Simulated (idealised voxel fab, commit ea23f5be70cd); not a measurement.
A process module follows: voxel capacitor over wiring.
Cross-section cut: width 170 nm, square cells of 5 nm.
We lay out every cross-section as a grid of square cells and spell it out in bands from the top down, where one band means one or more rows of cells. Read a band's entry like this: the first values are the height of its top and the height of its bottom in nm, and what follows is the sequence of materials from left to right, each with its width in nm. Note that "empty" is empty space, and that a single material marked "everywhere" reaches across the band from edge to edge. Height is counted from the level 0, under which the received wafer is composed throughout of one material. The lowest of the bands is not closed at the bottom but continues downward, in the notation "0 -> down". Quick explanation for "30->40": the width changes in equal steps down the rows of cells, from the first number in the band's top row to the second number in its bottom row. What does "no modifications" mean for a step? It means no cell of the cross-section changed in that step. If an empty space has no open way to the top and is at least 8 cells in size, "Tabulated closed voids" lists it, written width x height at distance, where distance is measured from the left edge and every value is in nm. Whatever follows a step's settings on its line is a remark the simulator itself makes about that step. Among the settings permitted on a step's line is "overlay nm"; applied to a step with a mask, it specifies the extent to which the mask lay to the right of its planned position, whereas a negative figure signifies a position to the left.
-- The process steps that were planned are listed below
1 RECEIVE [material Si]
2 CONFORMAL_DEP [material SiO2] [thk nm 10]
3 CONFORMAL_DEP [material SiN] [thk nm 5]
4 DIRECTIONAL_DEP [material SiO2] [thk nm 15]
5 PATTERN [tone open] [mask id METAL_1] [material resist] [width nm 30] [pitch nm 95] [thk nm 15] [overlay nm 0]
6 DIRECTIONAL_ETCH [etch materials SiO2] [depth nm 15]
7 DIRECTIONAL_ETCH [etch materials SiN] [depth nm 5]
8 STRIP [etch materials resist]
9 CONFORMAL_DEP [material TiN] [thk nm 5]
10 FILL_DEP [material Cu] [thk nm 5]
11 CMP [height nm 30]
12 CONFORMAL_DEP [material SiCN] [thk nm 5]
13 DIRECTIONAL_DEP [material SiO2] [thk nm 10]
14 DIRECTIONAL_DEP [material aC] [thk nm 10]
15 PATTERN [tone open] [mask id PLUG_1] [material resist] [width nm 15] [thk nm 25] [overlay nm 0]
16 DIRECTIONAL_ETCH [etch materials aC] [depth nm 10]
17 STRIP [etch materials resist]
18 DIRECTIONAL_ETCH [etch materials SiO2] [depth nm 10]
19 DIRECTIONAL_ETCH [etch materials SiCN] [depth nm 5]
20 STRIP [etch materials aC]
21 CONFORMAL_DEP [material TiN] [thk nm 5]
22 FILL_DEP [material Ru] [thk nm 5]
23 CMP [height nm 45]
24 DIRECTIONAL_DEP [material TiN] [thk nm 10]
25 DIRECTIONAL_DEP [material HfO2] [thk nm 5]
26 DIRECTIONAL_DEP [material TiN] [thk nm 10]
27 MASKED_ETCH [tone cover] [mask id UPPER_PLATE] [width nm 70] [etch materials TiN] [depth nm 10] [overlay nm 0]
28 MASKED_ETCH [tone cover] [mask id UPPER_PLATE] [width nm 70] [etch materials HfO2] [depth nm 5] [overlay nm 0]
29 DIRECTIONAL_DEP [material aC] [thk nm 15]
30 PATTERN [tone cover] [mask id LOWER_PLATE] [material resist] [width nm 80] [thk nm 30] [overlay nm 0]
31 DIRECTIONAL_ETCH [etch materials aC] [depth nm 15]
32 STRIP [etch materials resist]
33 DIRECTIONAL_ETCH [etch materials TiN] [depth nm 10]
34 STRIP [etch materials aC]
35 FILL_DEP [material SiO2] [thk nm 15]
36 CMP [height nm 80]
37 PATTERN [tone open] [mask id PLUG_2] [material resist] [width nm 15] [thk nm 15] [overlay nm 0]
38 DIRECTIONAL_ETCH [etch materials SiO2] [depth nm 10]
39 STRIP [etch materials resist]
40 CONFORMAL_DEP [material TiN] [thk nm 5]
41 FILL_DEP [material Ru] [thk nm 10]
42 CMP [height nm 80]
43 CONFORMAL_DEP [material SiCN] [thk nm 5]
-- First of two wafers - as planned
-- Incoming wafer in cross-section (state: after step 1)
* 0 -> down | Si everywhere
* Tabulated closed voids: none
-- Take a look at the wafer's cross-section after step 2
* 10 -> 0 | SiO2 everywhere
* Below a height of 0, the structure has not been altered.
-- Take a look at the wafer's cross-section after step 3
* 15 -> 10 | SiN everywhere
* Below a height of 10, the structure has not been altered.
-- Take a look at the wafer's cross-section after step 4
* 30 -> 15 | SiO2 everywhere
* Below a height of 15, the structure has not been altered.
-- Take a look at the wafer's cross-section after step 5
* 45 -> 30 | resist 20 nm / empty 30 nm / resist 65 nm / empty 30 nm / resist 25 nm
* Below a height of 30, the structure has not been altered.
-- Take a look at the wafer's cross-section after step 6
* 45 -> 30 | resist 20 nm / empty 30 nm / resist 65 nm / empty 30 nm / resist 25 nm
* 30 -> 15 | SiO2 20 nm / empty 30 nm / SiO2 65 nm / empty 30 nm / SiO2 25 nm
* Below a height of 15, the structure has not been altered.
-- Take a look at the wafer's cross-section after step 7
* 45 -> 30 | resist 20 nm / empty 30 nm / resist 65 nm / empty 30 nm / resist 25 nm
* 30 -> 15 | SiO2 20 nm / empty 30 nm / SiO2 65 nm / empty 30 nm / SiO2 25 nm
* 15 -> 10 | SiN 20 nm / empty 30 nm / SiN 65 nm / empty 30 nm / SiN 25 nm
* Below a height of 10, the structure has not been altered.
-- Take a look at the wafer's cross-section after step 8
* 30 -> 15 | SiO2 20 nm / empty 30 nm / SiO2 65 nm / empty 30 nm / SiO2 25 nm
* Below a height of 15, the structure has not been altered.
-- Take a look at the wafer's cross-section after step 9
* 35 -> 30 | TiN 25 nm / empty 20 nm / TiN 75 nm / empty 20 nm / TiN 30 nm
* 30 -> 15 | SiO2 20 nm / TiN 5 nm / empty 20 nm / TiN 5 nm / SiO2 65 nm / TiN 5 nm / empty 20 nm / TiN 5 nm / SiO2 25 nm
* 15 -> 10 | SiN 20 nm / TiN 30 nm / SiN 65 nm / TiN 30 nm / SiN 25 nm
* Below a height of 10, the structure has not been altered.
-- Take a look at the wafer's cross-section after step 10
* 40 -> 35 | Cu everywhere
* 35 -> 30 | TiN 25 nm / Cu 20 nm / TiN 75 nm / Cu 20 nm / TiN 30 nm
* 30 -> 15 | SiO2 20 nm / TiN 5 nm / Cu 20 nm / TiN 5 nm / SiO2 65 nm / TiN 5 nm / Cu 20 nm / TiN 5 nm / SiO2 25 nm
* Below a height of 15, the structure has not been altered.
-- Take a look at the wafer's cross-section after step 11
* 30 -> 15 | SiO2 20 nm / TiN 5 nm / Cu 20 nm / TiN 5 nm / SiO2 65 nm / TiN 5 nm / Cu 20 nm / TiN 5 nm / SiO2 25 nm
* Below a height of 15, the structure has not been altered.
-- Take a look at the wafer's cross-section after step 12
* 35 -> 30 | SiCN everywhere
* Below a height of 30, the structure has not been altered.
-- Take a look at the wafer's cross-section after step 13
* 45 -> 35 | SiO2 everywhere
* Below a height of 35, the structure has not been altered.
-- Take a look at the wafer's cross-section after step 14
* 55 -> 45 | aC everywhere
* Below a height of 45, the structure has not been altered.
-- Take a look at the wafer's cross-section after step 15
* 80 -> 55 | resist 35 nm / empty 15 nm / resist 120 nm
* Below a height of 55, the structure has not been altered.
-- Take a look at the wafer's cross-section after step 16
* 70 -> 55 | resist 35 nm / empty 15 nm / resist 120 nm
* 55 -> 45 | aC 35 nm / empty 15 nm / aC 120 nm
* Below a height of 45, the structure has not been altered.
-- Take a look at the wafer's cross-section after step 17
* 55 -> 45 | aC 35 nm / empty 15 nm / aC 120 nm
* Below a height of 45, the structure has not been altered.
-- Take a look at the wafer's cross-section after step 18
* 55 -> 45 | aC 35 nm / empty 15 nm / aC 120 nm
* 45 -> 35 | SiO2 35 nm / empty 15 nm / SiO2 120 nm
* Below a height of 35, the structure has not been altered.
-- Take a look at the wafer's cross-section after step 19
* 55 -> 45 | aC 35 nm / empty 15 nm / aC 120 nm
* 45 -> 35 | SiO2 35 nm / empty 15 nm / SiO2 120 nm
* 35 -> 30 | SiCN 35 nm / empty 15 nm / SiCN 120 nm
* Below a height of 30, the structure has not been altered.
-- Take a look at the wafer's cross-section after step 20
* 45 -> 35 | SiO2 35 nm / empty 15 nm / SiO2 120 nm
* Below a height of 35, the structure has not been altered.
-- Take a look at the wafer's cross-section after step 21
* 50 -> 45 | TiN 40 nm / empty 5 nm / TiN 125 nm
* 45 -> 35 | SiO2 35 nm / TiN 5 nm / empty 5 nm / TiN 5 nm / SiO2 120 nm
* 35 -> 30 | SiCN 35 nm / TiN 15 nm / SiCN 120 nm
* Below a height of 30, the structure has not been altered.
-- Take a look at the wafer's cross-section after step 22
* 55 -> 50 | Ru everywhere
* 50 -> 45 | TiN 40 nm / Ru 5 nm / TiN 125 nm
* 45 -> 35 | SiO2 35 nm / TiN 5 nm / Ru 5 nm / TiN 5 nm / SiO2 120 nm
* Below a height of 35, the structure has not been altered.
-- Take a look at the wafer's cross-section after step 23
* 45 -> 35 | SiO2 35 nm / TiN 5 nm / Ru 5 nm / TiN 5 nm / SiO2 120 nm
* Below a height of 35, the structure has not been altered.
-- Take a look at the wafer's cross-section after step 24
* 55 -> 45 | TiN everywhere
* Below a height of 45, the structure has not been altered.
-- Take a look at the wafer's cross-section after step 25
* 60 -> 55 | HfO2 everywhere
* Below a height of 55, the structure has not been altered.
-- Take a look at the wafer's cross-section after step 26
* 70 -> 60 | TiN everywhere
* Below a height of 60, the structure has not been altered.
-- Take a look at the wafer's cross-section after step 27
* 70 -> 60 | empty 35 nm / TiN 70 nm / empty 65 nm
* Below a height of 60, the structure has not been altered.
-- Take a look at the wafer's cross-section after step 28
* 70 -> 60 | empty 35 nm / TiN 70 nm / empty 65 nm
* 60 -> 55 | empty 35 nm / HfO2 70 nm / empty 65 nm
* Below a height of 55, the structure has not been altered.
-- Take a look at the wafer's cross-section after step 29
* 85 -> 70 | empty 35 nm / aC 70 nm / empty 65 nm
* 70 -> 60 | aC 35 nm / TiN 70 nm / aC 65 nm
* 60 -> 55 | aC 35 nm / HfO2 70 nm / aC 65 nm
* Below a height of 55, the structure has not been altered.
-- Take a look at the wafer's cross-section after step 30
* 115 -> 85 | empty 30 nm / resist 80 nm / empty 60 nm
* 85 -> 70 | empty 30 nm / resist 5 nm / aC 70 nm / resist 5 nm / empty 60 nm
* Below a height of 70, the structure has not been altered.
-- Take a look at the wafer's cross-section after step 31
* 100 -> 85 | empty 30 nm / resist 80 nm / empty 60 nm
* 85 -> 70 | empty 30 nm / resist 5 nm / aC 70 nm / resist 5 nm / empty 60 nm
* 70 -> 60 | empty 30 nm / aC 5 nm / TiN 70 nm / aC 5 nm / empty 60 nm
* 60 -> 55 | empty 30 nm / aC 5 nm / HfO2 70 nm / aC 5 nm / empty 60 nm
* Below a height of 55, the structure has not been altered.
-- Take a look at the wafer's cross-section after step 32
* 85 -> 70 | empty 35 nm / aC 70 nm / empty 65 nm
* Below a height of 70, the structure has not been altered.
-- Take a look at the wafer's cross-section after step 33
* 85 -> 70 | empty 35 nm / aC 70 nm / empty 65 nm
* 70 -> 60 | empty 30 nm / aC 5 nm / TiN 70 nm / aC 5 nm / empty 60 nm
* 60 -> 55 | empty 30 nm / aC 5 nm / HfO2 70 nm / aC 5 nm / empty 60 nm
* 55 -> 45 | empty 30 nm / TiN 80 nm / empty 60 nm
* Below a height of 45, the structure has not been altered.
-- Take a look at the wafer's cross-section after step 34
* 70 -> 60 | empty 35 nm / TiN 70 nm / empty 65 nm
* 60 -> 55 | empty 35 nm / HfO2 70 nm / empty 65 nm
* Below a height of 55, the structure has not been altered.
-- Take a look at the wafer's cross-section after step 35
* 85 -> 70 | SiO2 everywhere
* 70 -> 60 | SiO2 35 nm / TiN 70 nm / SiO2 65 nm
* 60 -> 55 | SiO2 35 nm / HfO2 70 nm / SiO2 65 nm
* 55 -> 45 | SiO2 30 nm / TiN 80 nm / SiO2 60 nm
* Below a height of 45, the structure has not been altered.
-- Take a look at the wafer's cross-section after step 36
* 80 -> 70 | SiO2 everywhere
* Below a height of 70, the structure has not been altered.
-- Take a look at the wafer's cross-section after step 37
* 95 -> 80 | resist 45 nm / empty 15 nm / resist 110 nm
* Below a height of 80, the structure has not been altered.
-- Take a look at the wafer's cross-section after step 38
* 95 -> 80 | resist 45 nm / empty 15 nm / resist 110 nm
* 80 -> 70 | SiO2 45 nm / empty 15 nm / SiO2 110 nm
* Below a height of 70, the structure has not been altered.
-- Take a look at the wafer's cross-section after step 39
* 80 -> 70 | SiO2 45 nm / empty 15 nm / SiO2 110 nm
* Below a height of 70, the structure has not been altered.
-- Take a look at the wafer's cross-section after step 40
* 85 -> 80 | TiN 50 nm / empty 5 nm / TiN 115 nm
* 80 -> 75 | SiO2 45 nm / TiN 5 nm / empty 5 nm / TiN 5 nm / SiO2 110 nm
* 75 -> 70 | SiO2 45 nm / TiN 15 nm / SiO2 110 nm
* Below a height of 70, the structure has not been altered.
-- Take a look at the wafer's cross-section after step 41
* 95 -> 85 | Ru everywhere
* 85 -> 80 | TiN 50 nm / Ru 5 nm / TiN 115 nm
* 80 -> 75 | SiO2 45 nm / TiN 5 nm / Ru 5 nm / TiN 5 nm / SiO2 110 nm
* Below a height of 75, the structure has not been altered.
-- Take a look at the wafer's cross-section after step 42
* 80 -> 75 | SiO2 45 nm / TiN 5 nm / Ru 5 nm / TiN 5 nm / SiO2 110 nm
* Below a height of 75, the structure has not been altered.
-- Take a look at the wafer's cross-section after step 43
* 85 -> 80 | SiCN everywhere
* Below a height of 80, the structure has not been altered.
-- Wafer two. Identical start, identical plan. One mistake in execution. Identical history through step 41
Cross-section of the second wafer at the time step 42 of the plan should have ended: no modifications
-- Cross-section of the second wafer at the time step 43 of the plan should have ended
* 100 -> 95 | SiCN everywhere
* Below a height of 95, the structure has not been altered.
Deviation noted in wafer processing: skipped: plan step 42 (never run)
Count the cells at the end and the second wafer has more or fewer of some materials than the first: +69 Ru, +33 TiN
